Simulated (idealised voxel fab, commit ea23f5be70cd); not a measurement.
The document below concerns the process module designated voxel wiring stack.
The figure presents cross-section cut, which has a width of 300 nm and is divided into square cells with an edge length of 5 nm.
Throughout this document, each cross-section is represented as a grid of square cells and is presented as a sequence of bands enumerated from the top downward, where a band comprises one or more rows of cells.
Band: top height; bottom height; in nm. Then, left to right: material with width in nm, for each material. "edge to edge": a single material spanning edge to edge. "blank": empty space.
The level at which height equals 0 is the one under which the wafer, as it arrives, is entirely one material. No lower edge exists for the bottom band, which continues downward and is notated as in "0 -> down".
A two-number width, for instance "30..40", indicates that the width is equal to the first number in the top row of the band and to the second number in the bottom row, and that it changes by a constant amount per row of cells.
"no modifications" means the step left every cell of the cross-section as it was.
Closed void list: empty space of 8 cells or more with no open way to the top, each as width x height at its distance from the left edge, in nm
Text after the settings on a step's line: the simulator's own remark on that step.
overlay nm: on a step with a mask, how far right of its planned place the mask lay; negative means left.
How should the pairs below be read? Each gives the cross-section before one process step and the cross-section after it, the latter drawn only to the lowest band that changed; the step that lies between them, with its settings, appears under the pair. Does a pair pick up where the pair above left off? Only where its entry headed "Before the step" says so, since pairs can come from different runs of this module on the same starting wafer.

Before the step
> 0 -> down | Si edge to edge
> Closed void list: none

Cross-Section Thereafter
> 15 -> 0 | SiO2 edge to edge
> For the remainder of the cross-section, below 0, there is no change.
> Closed void list: none
The transition between the preceding cross-sections is accomplished by CONFORMAL_DEP,material SiO2,thk nm 15

Before the step: identical to the post-step cross-section of the immediately preceding pair.

Cross-Section Thereafter
> 20 -> 15 | TiN edge to edge
> For the remainder of the cross-section, below 15, there is no change.
> Closed void list: none
The transition between the preceding cross-sections is accomplished by DIRECTIONAL_DEP,material TiN,thk nm 5

Before the step: identical to the post-step cross-section of the immediately preceding pair.

Cross-Section Thereafter
> 35 -> 20 | W edge to edge
> For the remainder of the cross-section, below 20, there is no change.
> Closed void list: none
The transition between the preceding cross-sections is accomplished by DIRECTIONAL_DEP,material W,thk nm 15

Before the step: identical to the post-step cross-section of the immediately preceding pair.

Cross-Section Thereafter
> 55 -> 35 | 110 nm blank  25 nm resist  30 nm blank  25 nm resist  110 nm blank
> For the remainder of the cross-section, below 35, there is no change.
> Closed void list: none
The transition between the preceding cross-sections is accomplished by PATTERN,tone cover,mask id METAL_1,material resist,width nm 25,pitch nm 55,thk nm 20,overlay nm 0

Before the step: identical to the post-step cross-section of the immediately preceding pair.

Cross-Section Thereafter
> 55 -> 35 | 110 nm blank  25 nm resist  30 nm blank  25 nm resist  110 nm blank
> 35 -> 20 | 110 nm blank  25 nm W  30 nm blank  25 nm W  110 nm blank
> For the remainder of the cross-section, below 20, there is no change.
> Closed void list: none
The transition between the preceding cross-sections is accomplished by DIRECTIONAL_ETCH,etch materials W,depth nm 15

Before the step: identical to the post-step cross-section of the immediately preceding pair.

Cross-Section Thereafter
> 55 -> 35 | 110 nm blank  25 nm resist  30 nm blank  25 nm resist  110 nm blank
> 35 -> 20 | 110 nm blank  25 nm W  30 nm blank  25 nm W  110 nm blank
> 20 -> 15 | 110 nm blank  25 nm TiN  30 nm blank  25 nm TiN  110 nm blank
> For the remainder of the cross-section, below 15, there is no change.
> Closed void list: none
The transition between the preceding cross-sections is accomplished by DIRECTIONAL_ETCH,etch materials TiN,depth nm 5

Before the step: identical to the post-step cross-section of the immediately preceding pair.

Cross-Section Thereafter
> 35 -> 20 | 110 nm blank  25 nm W  30 nm blank  25 nm W  110 nm blank
> For the remainder of the cross-section, below 20, there is no change.
> Closed void list: none
The transition between the preceding cross-sections is accomplished by STRIP,etch materials resist

Before the step: identical to the post-step cross-section of the immediately preceding pair.

Cross-Section Thereafter
> 40 -> 35 | 105 nm blank  35 nm SiCN  20 nm blank  35 nm SiCN  105 nm blank
> 35 -> 20 | 105 nm blank  5 nm SiCN  25 nm W  5 nm SiCN  20 nm blank  5 nm SiCN  25 nm W  5 nm SiCN  105 nm blank
> 20 -> 15 | 110 nm SiCN  25 nm TiN  30 nm SiCN  25 nm TiN  110 nm SiCN
> For the remainder of the cross-section, below 15, there is no change.
> Closed void list: none
The transition between the preceding cross-sections is accomplished by CONFORMAL_DEP,material SiCN,thk nm 5

Before the step: identical to the post-step cross-section of the immediately preceding pair.

Cross-Section Thereafter
> 50 -> 40 | lowk edge to edge
> 40 -> 35 | 105 nm lowk  35 nm SiCN  20 nm lowk  35 nm SiCN  105 nm lowk
> 35 -> 20 | 105 nm lowk  5 nm SiCN  25 nm W  5 nm SiCN  20 nm lowk  5 nm SiCN  25 nm W  5 nm SiCN  105 nm lowk
> For the remainder of the cross-section, below 20, there is no change.
> Closed void list: none
The transition between the preceding cross-sections is accomplished by FILL_DEP,material lowk,thk nm 10

Before the step: identical to the post-step cross-section of the immediately preceding pair.

Cross-Section Thereafter
> 35 -> 20 | 105 nm lowk  5 nm SiCN  25 nm W  5 nm SiCN  20 nm lowk  5 nm SiCN  25 nm W  5 nm SiCN  105 nm lowk
> For the remainder of the cross-section, below 20, there is no change.
> Closed void list: none
The transition between the preceding cross-sections is accomplished by CMP,height nm 35

Before the step: identical to the post-step cross-section of the immediately preceding pair.

Cross-Section Thereafter
> 40 -> 35 | SiCN edge to edge
> For the remainder of the cross-section, below 35, there is no change.
> Closed void list: none
The transition between the preceding cross-sections is accomplished by CONFORMAL_DEP,material SiCN,thk nm 5

Before the step: identical to the post-step cross-section of the immediately preceding pair.

Cross-Section Thereafter
> 50 -> 40 | lowk edge to edge
> For the remainder of the cross-section, below 40, there is no change.
> Closed void list: none
The transition between the preceding cross-sections is accomplished by DIRECTIONAL_DEP,material lowk,thk nm 10

Before the step: identical to the post-step cross-section of the immediately preceding pair.

Cross-Section Thereafter
> 60 -> 50 | aC edge to edge
> For the remainder of the cross-section, below 50, there is no change.
> Closed void list: none
The transition between the preceding cross-sections is accomplished by DIRECTIONAL_DEP,material aC,thk nm 10

Before the step: identical to the post-step cross-section of the immediately preceding pair.

Cross-Section Thereafter
> 85 -> 60 | 110 nm resist  15 nm blank  175 nm resist
> For the remainder of the cross-section, below 60, there is no change.
> Closed void list: none
The transition between the preceding cross-sections is accomplished by PATTERN,tone open,mask id PLUG_1,material resist,width nm 15,thk nm 25,overlay nm 0

Before the step: identical to the post-step cross-section of the immediately preceding pair.

Cross-Section Thereafter
> 75 -> 60 | 110 nm resist  15 nm blank  175 nm resist
> 60 -> 50 | 110 nm aC  15 nm blank  175 nm aC
> For the remainder of the cross-section, below 50, there is no change.
> Closed void list: none
The transition between the preceding cross-sections is accomplished by DIRECTIONAL_ETCH,etch materials aC,depth nm 10

Before the step: identical to the post-step cross-section of the immediately preceding pair.

Cross-Section Thereafter
> 60 -> 50 | 110 nm aC  15 nm blank  175 nm aC
> For the remainder of the cross-section, below 50, there is no change.
> Closed void list: none
The transition between the preceding cross-sections is accomplished by STRIP,etch materials resist

Before the step: identical to the post-step cross-section of the immediately preceding pair.

Cross-Section Thereafter
> 60 -> 50 | 110 nm aC  15 nm blank  175 nm aC
> 50 -> 40 | 110 nm lowk  15 nm blank  175 nm lowk
> For the remainder of the cross-section, below 40, there is no change.
> Closed void list: none
The transition between the preceding cross-sections is accomplished by DIRECTIONAL_ETCH,etch materials lowk,depth nm 10

Before the step: identical to the post-step cross-section of the immediately preceding pair.

Cross-Section Thereafter
> 60 -> 50 | 110 nm aC  15 nm blank  175 nm aC
> 50 -> 40 | 110 nm lowk  15 nm blank  175 nm lowk
> 40 -> 35 | 110 nm SiCN  15 nm blank  175 nm SiCN
> For the remainder of the cross-section, below 35, there is no change.
> Closed void list: none
The transition between the preceding cross-sections is accomplished by DIRECTIONAL_ETCH,etch materials SiCN,depth nm 5

Before the step: identical to the post-step cross-section of the immediately preceding pair.

Cross-Section Thereafter
> 50 -> 40 | 110 nm lowk  15 nm blank  175 nm lowk
> For the remainder of the cross-section, below 40, there is no change.
> Closed void list: none
The transition between the preceding cross-sections is accomplished by STRIP,etch materials aC

Before the step: identical to the post-step cross-section of the immediately preceding pair.

Cross-Section Thereafter
> 55 -> 50 | 115 nm TiN  5 nm blank  180 nm TiN
> 50 -> 40 | 110 nm lowk  5 nm TiN  5 nm blank  5 nm TiN  175 nm lowk
> 40 -> 35 | 110 nm SiCN  15 nm TiN  175 nm SiCN
> For the remainder of the cross-section, below 35, there is no change.
> Closed void list: none
The transition between the preceding cross-sections is accomplished by CONFORMAL_DEP,material TiN,thk nm 5

Before the step: identical to the post-step cross-section of the immediately preceding pair.

Cross-Section Thereafter
> 60 -> 55 | Cu edge to edge
> 55 -> 50 | 115 nm TiN  5 nm Cu  180 nm TiN
> 50 -> 40 | 110 nm lowk  5 nm TiN  5 nm Cu  5 nm TiN  175 nm lowk
> For the remainder of the cross-section, below 40, there is no change.
> Closed void list: none
The transition between the preceding cross-sections is accomplished by FILL_DEP,material Cu,thk nm 5

Before the step: identical to the post-step cross-section of the immediately preceding pair.

Cross-Section Thereafter
> 50 -> 40 | 110 nm lowk  5 nm TiN  5 nm Cu  5 nm TiN  175 nm lowk
> For the remainder of the cross-section, below 40, there is no change.
> Closed void list: none
The transition between the preceding cross-sections is accomplished by CMP,height nm 50

Before the step: identical to the post-step cross-section of the immediately preceding pair.

Cross-Section Thereafter
> 55 -> 50 | SiCN edge to edge
> For the remainder of the cross-section, below 50, there is no change.
> Closed void list: none
The transition between the preceding cross-sections is accomplished by CONFORMAL_DEP,material SiCN,thk nm 5

Before the step: identical to the post-step cross-section of the immediately preceding pair.

Cross-Section Thereafter
> 70 -> 55 | lowk edge to edge
> For the remainder of the cross-section, below 55, there is no change.
> Closed void list: none
The transition between the preceding cross-sections is accomplished by DIRECTIONAL_DEP,material lowk,thk nm 15

Before the step: identical to the post-step cross-section of the immediately preceding pair.

Cross-Section Thereafter
> 70 -> 55 | 110 nm lowk  25 nm blank  30 nm lowk  25 nm blank  110 nm lowk
> For the remainder of the cross-section, below 55, there is no change.
> Closed void list: none
The transition between the preceding cross-sections is accomplished by MASKED_ETCH,tone open,mask id METAL_2,width nm 25,pitch nm 55,etch materials lowk,depth nm 15,overlay nm 0

Before the step: identical to the post-step cross-section of the immediately preceding pair.

Cross-Section Thereafter
> 70 -> 55 | 110 nm lowk  25 nm blank  30 nm lowk  25 nm blank  110 nm lowk
> 55 -> 50 | 110 nm SiCN  25 nm blank  30 nm SiCN  25 nm blank  110 nm SiCN
> For the remainder of the cross-section, below 50, there is no change.
> Closed void list: none
The transition between the preceding cross-sections is accomplished by MASKED_ETCH,tone open,mask id METAL_2,width nm 25,pitch nm 55,etch materials SiCN,depth nm 5,overlay nm 0

Before the step: identical to the post-step cross-section of the immediately preceding pair.

Cross-Section Thereafter
> 75 -> 70 | 115 nm TiN  15 nm blank  40 nm TiN  15 nm blank  115 nm TiN
> 70 -> 55 | 110 nm lowk  5 nm TiN  15 nm blank  5 nm TiN  30 nm lowk  5 nm TiN  15 nm blank  5 nm TiN  110 nm lowk
> 55 -> 50 | 110 nm SiCN  25 nm TiN  30 nm SiCN  25 nm TiN  110 nm SiCN
> For the remainder of the cross-section, below 50, there is no change.
> Closed void list: none
The transition between the preceding cross-sections is accomplished by CONFORMAL_DEP,material TiN,thk nm 5

Before the step: identical to the post-step cross-section of the immediately preceding pair.

Cross-Section Thereafter
> 80 -> 75 | Cu edge to edge
> 75 -> 70 | 115 nm TiN  15 nm Cu  40 nm TiN  15 nm Cu  115 nm TiN
> 70 -> 55 | 110 nm lowk  5 nm TiN  15 nm Cu  5 nm TiN  30 nm lowk  5 nm TiN  15 nm Cu  5 nm TiN  110 nm lowk
> For the remainder of the cross-section, below 55, there is no change.
> Closed void list: none
The transition between the preceding cross-sections is accomplished by FILL_DEP,material Cu,thk nm 5

Before the step: identical to the post-step cross-section of the immediately preceding pair.

Cross-Section Thereafter
> 70 -> 55 | 110 nm lowk  5 nm TiN  15 nm Cu  5 nm TiN  30 nm lowk  5 nm TiN  15 nm Cu  5 nm TiN  110 nm lowk
> For the remainder of the cross-section, below 55, there is no change.
> Closed void list: none
The transition between the preceding cross-sections is accomplished by CMP,height nm 70

Before the step: identical to the post-step cross-section of the immediately preceding pair.

Cross-Section Thereafter
> 75 -> 70 | SiCN edge to edge
> For the remainder of the cross-section, below 70, there is no change.
> Closed void list: none
The transition between the preceding cross-sections is accomplished by CONFORMAL_DEP,material SiCN,thk nm 5

Before the step: identical to the post-step cross-section of the immediately preceding pair.

Cross-Section Thereafter
> 90 -> 75 | lowk edge to edge
> For the remainder of the cross-section, below 75, there is no change.
> Closed void list: none
The transition between the preceding cross-sections is accomplished by DIRECTIONAL_DEP,material lowk,thk nm 15

Before the step: identical to the post-step cross-section of the immediately preceding pair.

Cross-Section Thereafter
> 105 -> 90 | 110 nm resist  15 nm blank  175 nm resist
> For the remainder of the cross-section, below 90, there is no change.
> Closed void list: none
The transition between the preceding cross-sections is accomplished by PATTERN,tone open,mask id PLUG_2,material resist,width nm 15,thk nm 15,overlay nm 0

Before the step: identical to the post-step cross-section of the immediately preceding pair.

Cross-Section Thereafter
> 105 -> 90 | 110 nm resist  15 nm blank  175 nm resist
> 90 -> 75 | 110 nm lowk  15 nm blank  175 nm lowk
> For the remainder of the cross-section, below 75, there is no change.
> Closed void list: none
The transition between the preceding cross-sections is accomplished by DIRECTIONAL_ETCH,etch materials lowk,depth nm 15

Before the step: identical to the post-step cross-section of the immediately preceding pair.

Cross-Section Thereafter
> 105 -> 90 | 110 nm resist  15 nm blank  175 nm resist
> 90 -> 75 | 110 nm lowk  15 nm blank  175 nm lowk
> 75 -> 70 | 110 nm SiCN  15 nm blank  175 nm SiCN
> For the remainder of the cross-section, below 70, there is no change.
> Closed void list: none
The transition between the preceding cross-sections is accomplished by DIRECTIONAL_ETCH,etch materials SiCN,depth nm 5

Before the step: identical to the post-step cross-section of the immediately preceding pair.

Cross-Section Thereafter
> 90 -> 75 | 110 nm lowk  15 nm blank  175 nm lowk
> For the remainder of the cross-section, below 75, there is no change.
> Closed void list: none
The transition between the preceding cross-sections is accomplished by STRIP,etch materials resist

Before the step: identical to the post-step cross-section of the immediately preceding pair.

Cross-Section Thereafter
> 95 -> 90 | 115 nm TiN  5 nm blank  180 nm TiN
> 90 -> 75 | 110 nm lowk  5 nm TiN  5 nm blank  5 nm TiN  175 nm lowk
> 75 -> 70 | 110 nm SiCN  15 nm TiN  175 nm SiCN
> For the remainder of the cross-section, below 70, there is no change.
> Closed void list: none
The transition between the preceding cross-sections is accomplished by CONFORMAL_DEP,material TiN,thk nm 5

Before the step: identical to the post-step cross-section of the immediately preceding pair.

Cross-Section Thereafter
> 100 -> 95 | Cu edge to edge
> 95 -> 90 | 115 nm TiN  5 nm Cu  180 nm TiN
> 90 -> 75 | 110 nm lowk  5 nm TiN  5 nm Cu  5 nm TiN  175 nm lowk
> For the remainder of the cross-section, below 75, there is no change.
> Closed void list: none
The transition between the preceding cross-sections is accomplished by FILL_DEP,material Cu,thk nm 5

Before the step: identical to the post-step cross-section of the immediately preceding pair.

Cross-Section Thereafter
> 90 -> 75 | 110 nm lowk  5 nm TiN  5 nm Cu  5 nm TiN  175 nm lowk
> For the remainder of the cross-section, below 75, there is no change.
> Closed void list: none
The transition between the preceding cross-sections is accomplished by CMP,height nm 90

Before the step: identical to the post-step cross-section of the immediately preceding pair.

Cross-Section Thereafter
> 95 -> 90 | TiN edge to edge
> For the remainder of the cross-section, below 90, there is no change.
> Closed void list: none
The transition between the preceding cross-sections is accomplished by DIRECTIONAL_DEP,material TiN,thk nm 5

Before the step: identical to the post-step cross-section of the immediately preceding pair.

Cross-Section Thereafter
> 115 -> 95 | Ru edge to edge
> For the remainder of the cross-section, below 95, there is no change.
> Closed void list: none
The transition between the preceding cross-sections is accomplished by DIRECTIONAL_DEP,material Ru,thk nm 20

Before the step: identical to the post-step cross-section of the immediately preceding pair.

Cross-Section Thereafter
> 115 -> 95 | 110 nm blank  25 nm Ru  30 nm blank  25 nm Ru  110 nm blank
> For the remainder of the cross-section, below 95, there is no change.
> Closed void list: none
The transition between the preceding cross-sections is accomplished by MASKED_ETCH,tone cover,mask id METAL_3,width nm 25,pitch nm 55,etch materials Ru,depth nm 20,overlay nm 0

Before the step: identical to the post-step cross-section of the immediately preceding pair.

Cross-Section Thereafter
> 115 -> 95 | 110 nm blank  25 nm Ru  30 nm blank  25 nm Ru  110 nm blank
> 95 -> 90 | 110 nm blank  25 nm TiN  30 nm blank  25 nm TiN  110 nm blank
> For the remainder of the cross-section, below 90, there is no change.
> Closed void list: none
The transition between the preceding cross-sections is accomplished by MASKED_ETCH,tone cover,mask id METAL_3,width nm 25,pitch nm 55,etch materials TiN,depth nm 5,overlay nm 0

Before the step: identical to the post-step cross-section of the immediately preceding pair.

Cross-Section Thereafter
> 120 -> 115 | 105 nm blank  35 nm SiCN  20 nm blank  35 nm SiCN  105 nm blank
> 115 -> 95 | 105 nm blank  5 nm SiCN  25 nm Ru  5 nm SiCN  20 nm blank  5 nm SiCN  25 nm Ru  5 nm SiCN  105 nm blank
> 95 -> 90 | 110 nm SiCN  25 nm TiN  30 nm SiCN  25 nm TiN  110 nm SiCN
> For the remainder of the cross-section, below 90, there is no change.
> Closed void list: none
The transition between the preceding cross-sections is accomplished by CONFORMAL_DEP,material SiCN,thk nm 5

Before the step: identical to the post-step cross-section of the immediately preceding pair.

Cross-Section Thereafter
> 125 -> 120 | SiO2 edge to edge
> 120 -> 115 | 105 nm SiO2  35 nm SiCN  20 nm SiO2  35 nm SiCN  105 nm SiO2
> 115 -> 95 | 105 nm SiO2  5 nm SiCN  25 nm Ru  5 nm SiCN  20 nm SiO2  5 nm SiCN  25 nm Ru  5 nm SiCN  105 nm SiO2
> For the remainder of the cross-section, below 95, there is no change.
> Closed void list: none
The transition between the preceding cross-sections is accomplished by FILL_DEP,material SiO2,thk nm 5

Before the step: identical to the post-step cross-section of the immediately preceding pair.

Cross-Section Thereafter
> 115 -> 95 | 105 nm SiO2  5 nm SiCN  25 nm Ru  5 nm SiCN  20 nm SiO2  5 nm SiCN  25 nm Ru  5 nm SiCN  105 nm SiO2
> For the remainder of the cross-section, below 95, there is no change.
> Closed void list: none
The transition between the preceding cross-sections is accomplished by CMP,height nm 115

Before the step: identical to the post-step cross-section of the immediately preceding pair.

Cross-Section Thereafter
> 120 -> 115 | SiCN edge to edge
> For the remainder of the cross-section, below 115, there is no change.
> Closed void list: none
The transition between the preceding cross-sections is accomplished by CONFORMAL_DEP,material SiCN,thk nm 5

Before the step: identical to the post-step cross-section of the immediately preceding pair.

Cross-Section Thereafter
> 150 -> 120 | lowk edge to edge
> For the remainder of the cross-section, below 120, there is no change.
> Closed void list: none
The transition between the preceding cross-sections is accomplished by DIRECTIONAL_DEP,material lowk,thk nm 30

Before the step: identical to the post-step cross-section of the immediately preceding pair.

Cross-Section Thereafter
> 170 -> 150 | 110 nm resist  15 nm blank  40 nm resist  15 nm blank  120 nm resist
> For the remainder of the cross-section, below 150, there is no change.
> Closed void list: none
The transition between the preceding cross-sections is accomplished by PATTERN,tone open,mask id METAL_4_HOLES,material resist,width nm 15,pitch nm 55,thk nm 20,overlay nm 0

Before the step: identical to the post-step cross-section of the immediately preceding pair.

Cross-Section Thereafter
> 170 -> 150 | 110 nm resist  15 nm blank  40 nm resist  15 nm blank  120 nm resist
> 150 -> 120 | 110 nm lowk  15 nm blank  40 nm lowk  15 nm blank  120 nm lowk
> For the remainder of the cross-section, below 120, there is no change.
> Closed void list: none
The transition between the preceding cross-sections is accomplished by DIRECTIONAL_ETCH,etch materials lowk,depth nm 30

Before the step: identical to the post-step cross-section of the immediately preceding pair.

Cross-Section Thereafter
> 150 -> 120 | 110 nm lowk  15 nm blank  40 nm lowk  15 nm blank  120 nm lowk
> For the remainder of the cross-section, below 120, there is no change.
> Closed void list: none
The transition between the preceding cross-sections is accomplished by STRIP,etch materials resist

Before the step: identical to the post-step cross-section of the immediately preceding pair.

Cross-Section Thereafter
> 165 -> 150 | 110 nm resist  25 nm blank  30 nm resist  25 nm blank  110 nm resist
> For the remainder of the cross-section, below 150, there is no change.
> Closed void list: none
The transition between the preceding cross-sections is accomplished by PATTERN,tone open,mask id METAL_4,material resist,width nm 25,pitch nm 55,thk nm 15,overlay nm 0

Before the step: identical to the post-step cross-section of the immediately preceding pair.

Cross-Section Thereafter
> 165 -> 150 | 110 nm resist  25 nm blank  30 nm resist  25 nm blank  110 nm resist
> 150 -> 135 | 110 nm lowk  25 nm blank  30 nm lowk  25 nm blank  110 nm lowk
> For the remainder of the cross-section, below 135, there is no change.
> Closed void list: none
The transition between the preceding cross-sections is accomplished by DIRECTIONAL_ETCH,etch materials lowk,depth nm 15

Before the step: identical to the post-step cross-section of the immediately preceding pair.

Cross-Section Thereafter
> 165 -> 150 | 110 nm resist  25 nm blank  30 nm resist  25 nm blank  110 nm resist
> 150 -> 135 | 110 nm lowk  25 nm blank  30 nm lowk  25 nm blank  110 nm lowk
> 135 -> 120 | 110 nm lowk  15 nm blank  40 nm lowk  15 nm blank  120 nm lowk
> 120 -> 115 | 110 nm SiCN  15 nm blank  40 nm SiCN  15 nm blank  120 nm SiCN
> For the remainder of the cross-section, below 115, there is no change.
> Closed void list: none
The transition between the preceding cross-sections is accomplished by DIRECTIONAL_ETCH,etch materials SiCN,depth nm 5

Before the step: identical to the post-step cross-section of the immediately preceding pair.

Cross-Section Thereafter
> 150 -> 135 | 110 nm lowk  25 nm blank  30 nm lowk  25 nm blank  110 nm lowk
> For the remainder of the cross-section, below 135, there is no change.
> Closed void list: none
The transition between the preceding cross-sections is accomplished by STRIP,etch materials resist

Before the step: identical to the post-step cross-section of the immediately preceding pair.

Cross-Section Thereafter
> 155 -> 150 | 115 nm TiN  15 nm blank  40 nm TiN  15 nm blank  115 nm TiN
> 150 -> 140 | 110 nm lowk  5 nm TiN  15 nm blank  5 nm TiN  30 nm lowk  5 nm TiN  15 nm blank  5 nm TiN  110 nm lowk
> 140 -> 135 | 110 nm lowk  5 nm TiN  5 nm blank  15 nm TiN  30 nm lowk  5 nm TiN  5 nm blank  15 nm TiN  110 nm lowk
> 135 -> 120 | 110 nm lowk  5 nm TiN  5 nm blank  5 nm TiN  40 nm lowk  5 nm TiN  5 nm blank  5 nm TiN  120 nm lowk
> 120 -> 115 | 110 nm SiCN  15 nm TiN  40 nm SiCN  15 nm TiN  120 nm SiCN
> For the remainder of the cross-section, below 115, there is no change.
> Closed void list: none
The transition between the preceding cross-sections is accomplished by CONFORMAL_DEP,material TiN,thk nm 5

Before the step: identical to the post-step cross-section of the immediately preceding pair.

Cross-Section Thereafter
> 165 -> 155 | Cu edge to edge
> 155 -> 150 | 115 nm TiN  15 nm Cu  40 nm TiN  15 nm Cu  115 nm TiN
> 150 -> 140 | 110 nm lowk  5 nm TiN  15 nm Cu  5 nm TiN  30 nm lowk  5 nm TiN  15 nm Cu  5 nm TiN  110 nm lowk
> 140 -> 135 | 110 nm lowk  5 nm TiN  5 nm Cu  15 nm TiN  30 nm lowk  5 nm TiN  5 nm Cu  15 nm TiN  110 nm lowk
> 135 -> 120 | 110 nm lowk  5 nm TiN  5 nm Cu  5 nm TiN  40 nm lowk  5 nm TiN  5 nm Cu  5 nm TiN  120 nm lowk
> For the remainder of the cross-section, below 120, there is no change.
> Closed void list: none
The transition between the preceding cross-sections is accomplished by FILL_DEP,material Cu,thk nm 10

Before the step: identical to the post-step cross-section of the immediately preceding pair.

Cross-Section Thereafter
> 150 -> 140 | 110 nm lowk  5 nm TiN  15 nm Cu  5 nm TiN  30 nm lowk  5 nm TiN  15 nm Cu  5 nm TiN  110 nm lowk
> For the remainder of the cross-section, below 140, there is no change.
> Closed void list: none
The transition between the preceding cross-sections is accomplished by CMP,height nm 150

Before the step: identical to the post-step cross-section of the immediately preceding pair.

Cross-Section Thereafter
> 155 -> 150 | SiN edge to edge
> For the remainder of the cross-section, below 150, there is no change.
> Closed void list: none
The transition between the preceding cross-sections is accomplished by CONFORMAL_DEP,material SiN,thk nm 5

Before the step
> 15 -> 0 | SiO2 edge to edge
> 0 -> down | Si edge to edge
> Closed void list: none

Cross-Section Thereafter
> 30 -> 15 | W edge to edge
> For the remainder of the cross-section, below 15, there is no change.
> Closed void list: none
The transition between the preceding cross-sections is accomplished by DIRECTIONAL_DEP,material W,thk nm 15

Before the step: identical to the post-step cross-section of the immediately preceding pair.

Cross-Section Thereafter
> 50 -> 30 | 110 nm blank  25 nm resist  30 nm blank  25 nm resist  110 nm blank
> For the remainder of the cross-section, below 30, there is no change.
> Closed void list: none
The transition between the preceding cross-sections is accomplished by PATTERN,tone cover,mask id METAL_1,material resist,width nm 25,pitch nm 55,thk nm 20,overlay nm 0

Before the step: identical to the post-step cross-section of the immediately preceding pair.

Cross-Section Thereafter
> 50 -> 30 | 110 nm blank  25 nm resist  30 nm blank  25 nm resist  110 nm blank
> 30 -> 15 | 110 nm blank  25 nm W  30 nm blank  25 nm W  110 nm blank
> For the remainder of the cross-section, below 15, there is no change.
> Closed void list: none
The transition between the preceding cross-sections is accomplished by DIRECTIONAL_ETCH,etch materials W,depth nm 15

Before the step: identical to the post-step cross-section of the immediately preceding pair.

Cross-Section Thereafter
> 30 -> 15 | 110 nm blank  25 nm W  30 nm blank  25 nm W  110 nm blank
> For the remainder of the cross-section, below 15, there is no change.
> Closed void list: none
The transition between the preceding cross-sections is accomplished by STRIP,etch materials resist

Before the step: identical to the post-step cross-section of the immediately preceding pair.

Cross-Section Thereafter
> 35 -> 30 | 105 nm blank  35 nm SiCN  20 nm blank  35 nm SiCN  105 nm blank
> 30 -> 20 | 105 nm blank  5 nm SiCN  25 nm W  5 nm SiCN  20 nm blank  5 nm SiCN  25 nm W  5 nm SiCN  105 nm blank
> 20 -> 15 | 110 nm SiCN  25 nm W  30 nm SiCN  25 nm W  110 nm SiCN
> For the remainder of the cross-section, below 15, there is no change.
> Closed void list: none
The transition between the preceding cross-sections is accomplished by CONFORMAL_DEP,material SiCN,thk nm 5

Before the step: identical to the post-step cross-section of the immediately preceding pair.

Cross-Section Thereafter
> 45 -> 35 | lowk edge to edge
> 35 -> 30 | 105 nm lowk  35 nm SiCN  20 nm lowk  35 nm SiCN  105 nm lowk
> 30 -> 20 | 105 nm lowk  5 nm SiCN  25 nm W  5 nm SiCN  20 nm lowk  5 nm SiCN  25 nm W  5 nm SiCN  105 nm lowk
> For the remainder of the cross-section, below 20, there is no change.
> Closed void list: none
The transition between the preceding cross-sections is accomplished by FILL_DEP,material lowk,thk nm 10

Before the step: identical to the post-step cross-section of the immediately preceding pair.

Cross-Section Thereafter
> 35 -> 30 | 105 nm lowk  35 nm SiCN  20 nm lowk  35 nm SiCN  105 nm lowk
> For the remainder of the cross-section, below 30, there is no change.
> Closed void list: none
The transition between the preceding cross-sections is accomplished by CMP,height nm 35

Before the step: identical to the post-step cross-section of the immediately preceding pair.

Cross-Section Thereafter
> 40 -> 35 | SiCN edge to edge
> For the remainder of the cross-section, below 35, there is no change.
> Closed void list: none
The transition between the preceding cross-sections is accomplished by CONFORMAL_DEP,material SiCN,thk nm 5

Before the step: identical to the post-step cross-section of the immediately preceding pair.

Cross-Section Thereafter
> 50 -> 40 | lowk edge to edge
> For the remainder of the cross-section, below 40, there is no change.
> Closed void list: none
The transition between the preceding cross-sections is accomplished by DIRECTIONAL_DEP,material lowk,thk nm 10

Before the step: identical to the post-step cross-section of the immediately preceding pair.

Cross-Section Thereafter
> 60 -> 50 | aC edge to edge
> For the remainder of the cross-section, below 50, there is no change.
> Closed void list: none
The transition between the preceding cross-sections is accomplished by DIRECTIONAL_DEP,material aC,thk nm 10

Before the step: identical to the post-step cross-section of the immediately preceding pair.

Cross-Section Thereafter
> 85 -> 60 | 110 nm resist  15 nm blank  175 nm resist
> For the remainder of the cross-section, below 60, there is no change.
> Closed void list: none
The transition between the preceding cross-sections is accomplished by PATTERN,tone open,mask id PLUG_1,material resist,width nm 15,thk nm 25,overlay nm 0

Before the step: identical to the post-step cross-section of the immediately preceding pair.

Cross-Section Thereafter
> 75 -> 60 | 110 nm resist  15 nm blank  175 nm resist
> 60 -> 50 | 110 nm aC  15 nm blank  175 nm aC
> For the remainder of the cross-section, below 50, there is no change.
> Closed void list: none
The transition between the preceding cross-sections is accomplished by DIRECTIONAL_ETCH,etch materials aC,depth nm 10

Before the step: identical to the post-step cross-section of the immediately preceding pair.

Cross-Section Thereafter
> 60 -> 50 | 110 nm aC  15 nm blank  175 nm aC
> For the remainder of the cross-section, below 50, there is no change.
> Closed void list: none
The transition between the preceding cross-sections is accomplished by STRIP,etch materials resist

Before the step: identical to the post-step cross-section of the immediately preceding pair.

Cross-Section Thereafter
> 60 -> 50 | 110 nm aC  15 nm blank  175 nm aC
> 50 -> 40 | 110 nm lowk  15 nm blank  175 nm lowk
> For the remainder of the cross-section, below 40, there is no change.
> Closed void list: none
The transition between the preceding cross-sections is accomplished by DIRECTIONAL_ETCH,etch materials lowk,depth nm 10

Before the step: identical to the post-step cross-section of the immediately preceding pair.

Cross-Section Thereafter
> 60 -> 50 | 110 nm aC  15 nm blank  175 nm aC
> 50 -> 40 | 110 nm lowk  15 nm blank  175 nm lowk
> 40 -> 35 | 110 nm SiCN  15 nm blank  175 nm SiCN
> For the remainder of the cross-section, below 35, there is no change.
> Closed void list: none
The transition between the preceding cross-sections is accomplished by DIRECTIONAL_ETCH,etch materials SiCN,depth nm 5

Before the step: identical to the post-step cross-section of the immediately preceding pair.

Cross-Section Thereafter
> 50 -> 40 | 110 nm lowk  15 nm blank  175 nm lowk
> For the remainder of the cross-section, below 40, there is no change.
> Closed void list: none
The transition between the preceding cross-sections is accomplished by STRIP,etch materials aC

Before the step: identical to the post-step cross-section of the immediately preceding pair.

Cross-Section Thereafter
> 55 -> 50 | 115 nm TiN  5 nm blank  180 nm TiN
> 50 -> 40 | 110 nm lowk  5 nm TiN  5 nm blank  5 nm TiN  175 nm lowk
> 40 -> 35 | 110 nm SiCN  15 nm TiN  175 nm SiCN
> For the remainder of the cross-section, below 35, there is no change.
> Closed void list: none
The transition between the preceding cross-sections is accomplished by CONFORMAL_DEP,material TiN,thk nm 5
